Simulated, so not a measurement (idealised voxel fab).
process module | voxel self aligned vias
The width of the displayed cross-section, cut, is 190 nm; its cells are square, with a size of 5 nm.
Think of the cross-section as a grid of square cells. We describe it in bands, top to bottom, and each band covers one or more rows of those cells. For a band, the entry starts with two heights in nm, that of the top and then that of the bottom, and carries on with the band's materials in order from left to right, each alongside its width in nm; the word "throughout" beside a single material means it fills the band edge to edge, and "blank" means empty space. Heights are reckoned from 0. Under this level, the received wafer is all of one material. The bottommost band is open-ended downward, for example "top 0, no bottom". The two numbers in a width such as "30 to 40" mark its ends across the band: the first belongs to the top row of cells, the second to the bottom row, and from each row to the next the width moves by the same amount. Take "remains unaltered" at face value: in the step it is given for, the cross-section changed in none of its cells. Listed in "Unvented voids": every empty space of 8 or more cells without an open way to the top. Form: width x height at distance, the distance being from the left edge, all in nm. Where a step's line continues beyond its settings, the continuation is a remark by the simulator itself on that step. Steps that use a mask can have "overlay nm" on their line. It says how far the mask sat to the right of where it was meant to be. Negative means to the left.
Plan:
1) RECEIVE,material Si
2) CONFORMAL_DEP,material SiO2,thk nm 10
3) CONFORMAL_DEP,material SiCN,thk nm 5
4) DIRECTIONAL_DEP,material lowk,thk nm 30
5) DIRECTIONAL_DEP,material aC,thk nm 10
6) PATTERN,tone open,mask id LINES,material resist,width nm 30,pitch nm 80,thk nm 25,overlay nm 0
7) DIRECTIONAL_ETCH,etch materials aC,depth nm 10
8) STRIP,etch materials resist
9) DIRECTIONAL_ETCH,etch materials lowk,depth nm 30
10) STRIP,etch materials aC
11) CONFORMAL_DEP,material TiN,thk nm 5
12) FILL_DEP,material Ru,thk nm 5
13) CMP,height nm 45
14) SELECTIVE_ETCH,etch materials W Ru TiN,depth nm 10
15) FILL_DEP,material SiN,thk nm 5
16) CMP,height nm 45
17) DIRECTIONAL_DEP,material lowk,thk nm 20
18) DIRECTIONAL_DEP,material aC,thk nm 10
19) PATTERN,tone open,mask id VIAS,material resist,width nm 50,pitch nm 80,thk nm 25,overlay nm 0
20) DIRECTIONAL_ETCH,etch materials aC,depth nm 10
21) STRIP,etch materials resist
22) DIRECTIONAL_ETCH,etch materials lowk,depth nm 20
23) DIRECTIONAL_ETCH,etch materials SiN,depth nm 10
24) STRIP,etch materials aC
25) CONFORMAL_DEP,material TiN,thk nm 5
26) FILL_DEP,material W,thk nm 5
27) CMP,height nm 65
28) CONFORMAL_DEP,material SiCN,thk nm 5
Cross-section of the wafer as it came to us, i.e., already through step 1:
	top 0, no bottom  Si throughout
	Unvented voids: none
The first of the two wafers as seen in cross-section once the module was finished; processing followed the plan:
	top 70, bottom 65  SiCN throughout
	top 65, bottom 50  lowk 30 / TiN 5 / W 40 / TiN 5 / lowk 30 / TiN 5 / W 40 / TiN 5 / lowk 30
	top 50, bottom 40  lowk 30 to 40 / TiN 15 to 5 / W 20 / TiN 15 to 5 / lowk 30 to 50 / TiN 15 to 5 / W 20 / TiN 15 to 5 / lowk 30 to 40
	top 40, bottom 35  lowk 40 / TiN 30 / lowk 50 / TiN 30 / lowk 40
	top 35, bottom 20  lowk 40 / TiN 5 / Ru 20 / TiN 5 / lowk 50 / TiN 5 / Ru 20 / TiN 5 / lowk 40
	top 20, bottom 15  lowk 40 / TiN 30 / lowk 50 / TiN 30 / lowk 40
	top 15, bottom 10  SiCN throughout
	top 10, bottom 0  SiO2 throughout
	top 0, no bottom  Si throughout
	Unvented voids: none
Module end: cross-section of wafer two of two. Same start and process plan as the first wafer. One mistake during execution:
	top 70, bottom 65  SiCN throughout
	top 65, bottom 50  lowk 30 / TiN 5 / W 40 / TiN 5 / lowk 30 / TiN 5 / W 40 / TiN 5 / lowk 30
	top 50, bottom 40  lowk 30 to 40 / TiN 15 to 5 / W 20 / TiN 15 to 5 / lowk 30 to 50 / TiN 15 to 5 / W 20 / TiN 15 to 5 / lowk 30 to 40
	top 40, bottom 35  lowk 40 / TiN 30 / lowk 50 / TiN 30 / lowk 40
	top 35, bottom 20  lowk 40 / TiN 5 / Ru 20 / TiN 5 / lowk 50 / TiN 5 / Ru 20 / TiN 5 / lowk 40
	top 20, bottom 15  lowk 40 / TiN 30 / lowk 50 / TiN 30 / lowk 40
	top 15, bottom 5  SiO2 throughout
	top 5, bottom 0  SiCN throughout
	top 0, no bottom  Si throughout
	Unvented voids: none
Where did the run depart from the plan? swap of plan steps 2 and 3 during execution
Matching per-material cell counts, mismatched positions: that is how the second wafer compares with the first at the end.
